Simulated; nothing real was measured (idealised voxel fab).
The process module presented herein is designated voxel capacitor over wiring.
For reference, the cross-section in this document is cut, with width 285 nm and square cells of 5 nm.
Bands, listed from the top down, are how a cross-section gets written in this document; the cross-section itself is a grid of square cells, and a band is one or more rows of them.
Band entry format. Leading values: height of top, height of bottom, nm. Remainder: materials in left-to-right order, each with its width in nm. Special words: "edge to edge" on a single material, which then fills the band edge to edge; "empty", empty space.
Counting heights begins at 0, where everything beneath is, in the wafer as received, one material. The lowest band has no bottom; it goes on downwards, as "from 0 down" shows.
Think of "30 to 40" as a width that walks from the first number to the second as you go down the band, top row to bottom row, taking equal-sized steps from row to row.
Reading "no alteration" for a step: not a cell of the cross-section changed in it.
Under "Enclosed empty spaces" you'll find the enclosed gaps, the ones with no way out to the top, that are 8 cells or bigger; each reads width x height at distance, with distance counted from the left edge, everything in nm.
Step line, after settings: the simulator's comment on this step.
"overlay nm" on a masked step: distance the mask lay right of its planned place, negative for left.

These are the steps we planned for the process:
1 RECEIVE: material Si
2 CONFORMAL_DEP: material SiO2, thk nm 10
3 DIRECTIONAL_DEP: material TiN, thk nm 5
4 DIRECTIONAL_DEP: material Ru, thk nm 25
5 PATTERN: tone cover, mask id METAL_1, material resist, width nm 20, pitch nm 75, thk nm 20, overlay nm 0
6 DIRECTIONAL_ETCH: etch materials Ru, depth nm 25
7 DIRECTIONAL_ETCH: etch materials TiN, depth nm 5
8 STRIP: etch materials resist
9 CONFORMAL_DEP: material SiN, thk nm 5
10 FILL_DEP: material lowk, thk nm 5
11 CMP: height nm 40
12 CONFORMAL_DEP: material SiCN, thk nm 5
13 DIRECTIONAL_DEP: material SiO2, thk nm 20
14 DIRECTIONAL_DEP: material aC, thk nm 10
15 PATTERN: tone open, mask id PLUG_1, material resist, width nm 15, thk nm 30, overlay nm 0
16 DIRECTIONAL_ETCH: etch materials aC, depth nm 10
17 STRIP: etch materials resist
18 DIRECTIONAL_ETCH: etch materials SiO2, depth nm 20
19 DIRECTIONAL_ETCH: etch materials SiCN, depth nm 5
20 STRIP: etch materials aC
21 EPI: material Ru, thk nm 10
22 EPI: material Ru, thk nm 10
23 EPI: material Ru, thk nm 5
24 DIRECTIONAL_DEP: material TiN, thk nm 10
25 DIRECTIONAL_DEP: material Al2O3, thk nm 5
26 DIRECTIONAL_DEP: material TiN, thk nm 5
27 DIRECTIONAL_DEP: material aC, thk nm 15
28 PATTERN: tone cover, mask id UPPER_PLATE, material resist, width nm 60, thk nm 35, overlay nm 0
29 DIRECTIONAL_ETCH: etch materials aC, depth nm 15
30 STRIP: etch materials resist
31 DIRECTIONAL_ETCH: etch materials TiN, depth nm 5
32 DIRECTIONAL_ETCH: etch materials Al2O3, depth nm 5
33 STRIP: etch materials aC
34 MASKED_ETCH: tone cover, mask id LOWER_PLATE, width nm 70, etch materials TiN, depth nm 10, overlay nm 0
35 FILL_DEP: material SiO2, thk nm 20
36 CMP: height nm 100
37 PATTERN: tone open, mask id PLUG_2, material resist, width nm 15, thk nm 15, overlay nm 0
38 DIRECTIONAL_ETCH: etch materials SiO2, depth nm 15
39 STRIP: etch materials resist
40 CONFORMAL_DEP: material TiN, thk nm 5
41 FILL_DEP: material Cu, thk nm 5
42 CMP: height nm 100
43 CONFORMAL_DEP: material SiN, thk nm 5

On the first of the two wafers: run conducted according to plan:

As received (post step 1): cross-section:
* from 0 down  Si edge to edge
* Enclosed empty spaces: none

How the wafer stands in section after step 2:
* from 10 to 0  SiO2 edge to edge
* Below 0 it's all the same as before, nothing changed down there.

How the wafer stands in section after step 3:
* from 15 to 10  TiN edge to edge
* Below 10 it's all the same as before, nothing changed down there.

How the wafer stands in section after step 4:
* from 40 to 15  Ru edge to edge
* Below 15 it's all the same as before, nothing changed down there.

How the wafer stands in section after step 5:
* from 60 to 40  empty=95  resist=20  empty=55  resist=20  empty=95
* Below 40 it's all the same as before, nothing changed down there.

How the wafer stands in section after step 6:
* from 60 to 40  empty=95  resist=20  empty=55  resist=20  empty=95
* from 40 to 15  empty=95  Ru=20  empty=55  Ru=20  empty=95
* Below 15 it's all the same as before, nothing changed down there.

How the wafer stands in section after step 7:
* from 60 to 40  empty=95  resist=20  empty=55  resist=20  empty=95
* from 40 to 15  empty=95  Ru=20  empty=55  Ru=20  empty=95
* from 15 to 10  empty=95  TiN=20  empty=55  TiN=20  empty=95
* Below 10 it's all the same as before, nothing changed down there.

How the wafer stands in section after step 8:
* from 40 to 15  empty=95  Ru=20  empty=55  Ru=20  empty=95
* Below 15 it's all the same as before, nothing changed down there.

How the wafer stands in section after step 9:
* from 45 to 40  empty=90  SiN=30  empty=45  SiN=30  empty=90
* from 40 to 15  empty=90  SiN=5  Ru=20  SiN=5  empty=45  SiN=5  Ru=20  SiN=5  empty=90
* from 15 to 10  SiN=95  TiN=20  SiN=55  TiN=20  SiN=95
* Below 10 it's all the same as before, nothing changed down there.

How the wafer stands in section after step 10:
* from 50 to 45  lowk edge to edge
* from 45 to 40  lowk=90  SiN=30  lowk=45  SiN=30  lowk=90
* from 40 to 15  lowk=90  SiN=5  Ru=20  SiN=5  lowk=45  SiN=5  Ru=20  SiN=5  lowk=90
* Below 15 it's all the same as before, nothing changed down there.

How the wafer stands in section after step 11:
* from 40 to 15  lowk=90  SiN=5  Ru=20  SiN=5  lowk=45  SiN=5  Ru=20  SiN=5  lowk=90
* Below 15 it's all the same as before, nothing changed down there.

How the wafer stands in section after step 12:
* from 45 to 40  SiCN edge to edge
* Below 40 it's all the same as before, nothing changed down there.

How the wafer stands in section after step 13:
* from 65 to 45  SiO2 edge to edge
* Below 45 it's all the same as before, nothing changed down there.

How the wafer stands in section after step 14:
* from 75 to 65  aC edge to edge
* Below 65 it's all the same as before, nothing changed down there.

How the wafer stands in section after step 15:
* from 105 to 75  resist=100  empty=15  resist=170
* Below 75 it's all the same as before, nothing changed down there.

How the wafer stands in section after step 16:
* from 95 to 75  resist=100  empty=15  resist=170
* from 75 to 65  aC=100  empty=15  aC=170
* Below 65 it's all the same as before, nothing changed down there.

How the wafer stands in section after step 17:
* from 75 to 65  aC=100  empty=15  aC=170
* Below 65 it's all the same as before, nothing changed down there.

How the wafer stands in section after step 18:
* from 75 to 65  aC=100  empty=15  aC=170
* from 65 to 45  SiO2=100  empty=15  SiO2=170
* Below 45 it's all the same as before, nothing changed down there.

How the wafer stands in section after step 19:
* from 75 to 65  aC=100  empty=15  aC=170
* from 65 to 45  SiO2=100  empty=15  SiO2=170
* from 45 to 40  SiCN=100  empty=15  SiCN=170
* Below 40 it's all the same as before, nothing changed down there.

How the wafer stands in section after step 20:
* from 65 to 45  SiO2=100  empty=15  SiO2=170
* Below 45 it's all the same as before, nothing changed down there.

How the wafer stands in section after step 21:
* from 65 to 50  SiO2=100  empty=15  SiO2=170
* from 50 to 45  SiO2=100  Ru=15  SiO2=170
* from 45 to 40  SiCN=100  Ru=15  SiCN=170
* Below 40 it's all the same as before, nothing changed down there.

How the wafer stands in section after step 22:
* from 65 to 60  SiO2=100  empty=15  SiO2=170
* from 60 to 45  SiO2=100  Ru=15  SiO2=170
* Below 45 it's all the same as before, nothing changed down there.

How the wafer stands in section after step 23:
* from 65 to 45  SiO2=100  Ru=15  SiO2=170
* Below 45 it's all the same as before, nothing changed down there.

How the wafer stands in section after step 24:
* from 75 to 65  TiN edge to edge
* Below 65 it's all the same as before, nothing changed down there.

How the wafer stands in section after step 25:
* from 80 to 75  Al2O3 edge to edge
* Below 75 it's all the same as before, nothing changed down there.

How the wafer stands in section after step 26:
* from 85 to 80  TiN edge to edge
* Below 80 it's all the same as before, nothing changed down there.

How the wafer stands in section after step 27:
* from 100 to 85  aC edge to edge
* Below 85 it's all the same as before, nothing changed down there.

How the wafer stands in section after step 28:
* from 135 to 100  empty=100  resist=60  empty=125
* Below 100 it's all the same as before, nothing changed down there.

How the wafer stands in section after step 29:
* from 120 to 100  empty=100  resist=60  empty=125
* from 100 to 85  empty=100  aC=60  empty=125
* Below 85 it's all the same as before, nothing changed down there.

How the wafer stands in section after step 30:
* from 100 to 85  empty=100  aC=60  empty=125
* Below 85 it's all the same as before, nothing changed down there.

How the wafer stands in section after step 31:
* from 100 to 85  empty=100  aC=60  empty=125
* from 85 to 80  empty=100  TiN=60  empty=125
* Below 80 it's all the same as before, nothing changed down there.

How the wafer stands in section after step 32:
* from 100 to 85  empty=100  aC=60  empty=125
* from 85 to 80  empty=100  TiN=60  empty=125
* from 80 to 75  empty=100  Al2O3=60  empty=125
* Below 75 it's all the same as before, nothing changed down there.

How the wafer stands in section after step 33:
* from 85 to 80  empty=100  TiN=60  empty=125
* Below 80 it's all the same as before, nothing changed down there.

How the wafer stands in section after step 34:
* from 85 to 80  empty=100  TiN=60  empty=125
* from 80 to 75  empty=100  Al2O3=60  empty=125
* from 75 to 65  empty=95  TiN=70  empty=120
* Below 65 it's all the same as before, nothing changed down there.

How the wafer stands in section after step 35:
* from 105 to 85  SiO2 edge to edge
* from 85 to 80  SiO2=100  TiN=60  SiO2=125
* from 80 to 75  SiO2=100  Al2O3=60  SiO2=125
* from 75 to 65  SiO2=95  TiN=70  SiO2=120
* Below 65 it's all the same as before, nothing changed down there.

How the wafer stands in section after step 36:
* from 100 to 85  SiO2 edge to edge
* Below 85 it's all the same as before, nothing changed down there.

How the wafer stands in section after step 37:
* from 115 to 100  resist=110  empty=15  resist=160
* Below 100 it's all the same as before, nothing changed down there.

How the wafer stands in section after step 38:
* from 115 to 100  resist=110  empty=15  resist=160
* from 100 to 85  SiO2=110  empty=15  SiO2=160
* Below 85 it's all the same as before, nothing changed down there.

How the wafer stands in section after step 39:
* from 100 to 85  SiO2=110  empty=15  SiO2=160
* Below 85 it's all the same as before, nothing changed down there.

How the wafer stands in section after step 40:
* from 105 to 100  TiN=115  empty=5  TiN=165
* from 100 to 90  SiO2=110  TiN=5  empty=5  TiN=5  SiO2=160
* from 90 to 80  SiO2=110 to 100  TiN=15 to 60  SiO2=160 to 125
* Below 80 it's all the same as before, nothing changed down there.

How the wafer stands in section after step 41:
* from 110 to 105  Cu edge to edge
* from 105 to 100  TiN=115  Cu=5  TiN=165
* from 100 to 90  SiO2=110  TiN=5  Cu=5  TiN=5  SiO2=160
* Below 90 it's all the same as before, nothing changed down there.

How the wafer stands in section after step 42:
* from 100 to 90  SiO2=110  TiN=5  Cu=5  TiN=5  SiO2=160
* Below 90 it's all the same as before, nothing changed down there.

How the wafer stands in section after step 43:
* from 105 to 100  SiN edge to edge
* Below 100 it's all the same as before, nothing changed down there.

The remaining wafer, second of the two, started like the first and was run to the same plan, except that one mistake was made along the way; the two coincide through step 4, inclusive:

Cross-section of the second wafer corresponding to the planned conclusion of step 5:
* from 60 to 40  resist=95  empty=20  resist=55  empty=20  resist=95
* Below 40 it's all the same as before, nothing changed down there.

Cross-section of the second wafer corresponding to the planned conclusion of step 6:
* from 60 to 40  resist=95  empty=20  resist=55  empty=20  resist=95
* from 40 to 15  Ru=95  empty=20  Ru=55  empty=20  Ru=95
* Below 15 it's all the same as before, nothing changed down there.

Cross-section of the second wafer corresponding to the planned conclusion of step 7:
* from 60 to 40  resist=95  empty=20  resist=55  empty=20  resist=95
* from 40 to 15  Ru=95  empty=20  Ru=55  empty=20  Ru=95
* from 15 to 10  TiN=95  empty=20  TiN=55  empty=20  TiN=95
* Below 10 it's all the same as before, nothing changed down there.

Cross-section of the second wafer corresponding to the planned conclusion of step 8:
* from 40 to 15  Ru=95  empty=20  Ru=55  empty=20  Ru=95
* Below 15 it's all the same as before, nothing changed down there.

Cross-section of the second wafer corresponding to the planned conclusion of step 9:
* from 45 to 40  SiN=100  empty=10  SiN=65  empty=10  SiN=100
* from 40 to 15  Ru=95  SiN=5  empty=10  SiN=5  Ru=55  SiN=5  empty=10  SiN=5  Ru=95
* from 15 to 10  TiN=95  SiN=20  TiN=55  SiN=20  TiN=95
* Below 10 it's all the same as before, nothing changed down there.

Cross-section of the second wafer corresponding to the planned conclusion of step 10:
* from 50 to 45  lowk edge to edge
* from 45 to 40  SiN=100  lowk=10  SiN=65  lowk=10  SiN=100
* from 40 to 15  Ru=95  SiN=5  lowk=10  SiN=5  Ru=55  SiN=5  lowk=10  SiN=5  Ru=95
* Below 15 it's all the same as before, nothing changed down there.

Cross-section of the second wafer corresponding to the planned conclusion of step 11:
* from 40 to 15  Ru=95  SiN=5  lowk=10  SiN=5  Ru=55  SiN=5  lowk=10  SiN=5  Ru=95
* Below 15 it's all the same as before, nothing changed down there.

Cross-section of the second wafer corresponding to the planned conclusion of step 12:
* from 45 to 40  SiCN edge to edge
* Below 40 it's all the same as before, nothing changed down there.

Cross-section of the second wafer corresponding to the planned conclusion of step 13:
* from 65 to 45  SiO2 edge to edge
* Below 45 it's all the same as before, nothing changed down there.

Cross-section of the second wafer corresponding to the planned conclusion of step 14:
* from 75 to 65  aC edge to edge
* Below 65 it's all the same as before, nothing changed down there.

Cross-section of the second wafer corresponding to the planned conclusion of step 15:
* from 105 to 75  resist=100  empty=15  resist=170
* Below 75 it's all the same as before, nothing changed down there.

Cross-section of the second wafer corresponding to the planned conclusion of step 16:
* from 95 to 75  resist=100  empty=15  resist=170
* from 75 to 65  aC=100  empty=15  aC=170
* Below 65 it's all the same as before, nothing changed down there.

Cross-section of the second wafer corresponding to the planned conclusion of step 17:
* from 75 to 65  aC=100  empty=15  aC=170
* Below 65 it's all the same as before, nothing changed down there.

Cross-section of the second wafer corresponding to the planned conclusion of step 18:
* from 75 to 65  aC=100  empty=15  aC=170
* from 65 to 45  SiO2=100  empty=15  SiO2=170
* Below 45 it's all the same as before, nothing changed down there.

Cross-section of the second wafer corresponding to the planned conclusion of step 19:
* from 75 to 65  aC=100  empty=15  aC=170
* from 65 to 45  SiO2=100  empty=15  SiO2=170
* from 45 to 40  SiCN=100  empty=15  SiCN=170
* Below 40 it's all the same as before, nothing changed down there.

Cross-section of the second wafer corresponding to the planned conclusion of step 20:
* from 65 to 45  SiO2=100  empty=15  SiO2=170
* Below 45 it's all the same as before, nothing changed down there.

Cross-section of the second wafer corresponding to the planned conclusion of step 21: no alteration

Cross-section of the second wafer corresponding to the planned conclusion of step 22: no alteration

Cross-section of the second wafer corresponding to the planned conclusion of step 23: no alteration

Cross-section of the second wafer corresponding to the planned conclusion of step 24:
* from 75 to 65  TiN=100  empty=15  TiN=170
* from 65 to 50  SiO2=100  empty=15  SiO2=170
* from 50 to 45  SiO2=100  TiN=15  SiO2=170
* from 45 to 40  SiCN=100  TiN=15  SiCN=170
* Below 40 it's all the same as before, nothing changed down there.

Cross-section of the second wafer corresponding to the planned conclusion of step 25:
* from 80 to 75  Al2O3=100  empty=15  Al2O3=170
* from 75 to 65  TiN=100  empty=15  TiN=170
* from 65 to 55  SiO2=100  empty=15  SiO2=170
* from 55 to 50  SiO2=100  Al2O3=15  SiO2=170
* Below 50 it's all the same as before, nothing changed down there.

Cross-section of the second wafer corresponding to the planned conclusion of step 26:
* from 85 to 80  TiN=100  empty=15  TiN=170
* from 80 to 75  Al2O3=100  empty=15  Al2O3=170
* from 75 to 65  TiN=100  empty=15  TiN=170
* from 65 to 60  SiO2=100  empty=15  SiO2=170
* from 60 to 55  SiO2=100  TiN=15  SiO2=170
* Below 55 it's all the same as before, nothing changed down there.

Cross-section of the second wafer corresponding to the planned conclusion of step 27:
* from 100 to 85  aC=100  empty=15  aC=170
* from 85 to 80  TiN=100  empty=15  TiN=170
* from 80 to 75  Al2O3=100  empty=15  Al2O3=170
* from 75 to 65  TiN=100  aC=15  TiN=170
* from 65 to 60  SiO2=100  aC=15  SiO2=170
* Below 60 it's all the same as before, nothing changed down there.

Cross-section of the second wafer corresponding to the planned conclusion of step 28:
* from 135 to 100  empty=100  resist=60  empty=125
* from 100 to 85  aC=100  resist=15  aC=170
* from 85 to 80  TiN=100  resist=15  TiN=170
* from 80 to 75  Al2O3=100  resist=15  Al2O3=170
* Below 75 it's all the same as before, nothing changed down there.

Cross-section of the second wafer corresponding to the planned conclusion of step 29:
* from 120 to 100  empty=100  resist=60  empty=125
* from 100 to 85  empty=100  resist=15  aC=45  empty=125
* Below 85 it's all the same as before, nothing changed down there.

Cross-section of the second wafer corresponding to the planned conclusion of step 30:
* from 100 to 85  empty=115  aC=45  empty=125
* from 85 to 80  TiN=100  empty=15  TiN=170
* from 80 to 75  Al2O3=100  empty=15  Al2O3=170
* Below 75 it's all the same as before, nothing changed down there.

Cross-section of the second wafer corresponding to the planned conclusion of step 31:
* from 100 to 85  empty=115  aC=45  empty=125
* from 85 to 80  empty=115  TiN=45  empty=125
* Below 80 it's all the same as before, nothing changed down there.

Cross-section of the second wafer corresponding to the planned conclusion of step 32:
* from 100 to 85  empty=115  aC=45  empty=125
* from 85 to 80  empty=115  TiN=45  empty=125
* from 80 to 75  empty=115  Al2O3=45  empty=125
* Below 75 it's all the same as before, nothing changed down there.

Cross-section of the second wafer corresponding to the planned conclusion of step 33:
* from 85 to 80  empty=115  TiN=45  empty=125
* from 80 to 75  empty=115  Al2O3=45  empty=125
* from 75 to 65  TiN=100  empty=15  TiN=170
* from 65 to 60  SiO2=100  empty=15  SiO2=170
* Below 60 it's all the same as before, nothing changed down there.

Cross-section of the second wafer corresponding to the planned conclusion of step 34:
* from 85 to 80  empty=115  TiN=45  empty=125
* from 80 to 75  empty=115  Al2O3=45  empty=125
* from 75 to 65  empty=95  TiN=5  empty=15  TiN=50  empty=120
* Below 65 it's all the same as before, nothing changed down there.

Cross-section of the second wafer corresponding to the planned conclusion of step 35:
* from 105 to 85  SiO2 edge to edge
* from 85 to 80  SiO2=115  TiN=45  SiO2=125
* from 80 to 75  SiO2=115  Al2O3=45  SiO2=125
* from 75 to 65  SiO2=95  TiN=5  SiO2=15  TiN=50  SiO2=120
* from 65 to 60  SiO2 edge to edge
* Below 60 it's all the same as before, nothing changed down there.

Cross-section of the second wafer corresponding to the planned conclusion of step 36:
* from 100 to 85  SiO2 edge to edge
* Below 85 it's all the same as before, nothing changed down there.

Cross-section of the second wafer corresponding to the planned conclusion of step 37:
* from 115 to 100  resist=110  empty=15  resist=160
* Below 100 it's all the same as before, nothing changed down there.

Cross-section of the second wafer corresponding to the planned conclusion of step 38:
* from 115 to 100  resist=110  empty=15  resist=160
* from 100 to 85  SiO2=110  empty=15  SiO2=160
* Below 85 it's all the same as before, nothing changed down there.

Cross-section of the second wafer corresponding to the planned conclusion of step 39:
* from 100 to 85  SiO2=110  empty=15  SiO2=160
* Below 85 it's all the same as before, nothing changed down there.

Cross-section of the second wafer corresponding to the planned conclusion of step 40:
* from 105 to 100  TiN=115  empty=5  TiN=165
* from 100 to 90  SiO2=110  TiN=5  empty=5  TiN=5  SiO2=160
* from 90 to 80  SiO2=110 to 115  TiN=15 to 45  SiO2=160 to 125
* Below 80 it's all the same as before, nothing changed down there.

Cross-section of the second wafer corresponding to the planned conclusion of step 41:
* from 110 to 105  Cu edge to edge
* from 105 to 100  TiN=115  Cu=5  TiN=165
* from 100 to 90  SiO2=110  TiN=5  Cu=5  TiN=5  SiO2=160
* Below 90 it's all the same as before, nothing changed down there.

Cross-section of the second wafer corresponding to the planned conclusion of step 42:
* from 100 to 90  SiO2=110  TiN=5  Cu=5  TiN=5  SiO2=160
* Below 90 it's all the same as before, nothing changed down there.

Cross-section of the second wafer corresponding to the planned conclusion of step 43:
* from 105 to 100  SiN edge to edge
* Below 100 it's all the same as before, nothing changed down there.
Where did the run depart from the plan? step 5 was not run as planned; what actually ran was PATTERN: tone open, mask id METAL_1, material resist, width nm 20, pitch nm 75, thk nm 20, overlay nm 0
Final tally in cells, some materials are higher or lower on the second wafer than on the first: Ru: 190 more, SiN: 41 fewer, SiO2: 15 more, TiN: 41 more, lowk: 205 fewer
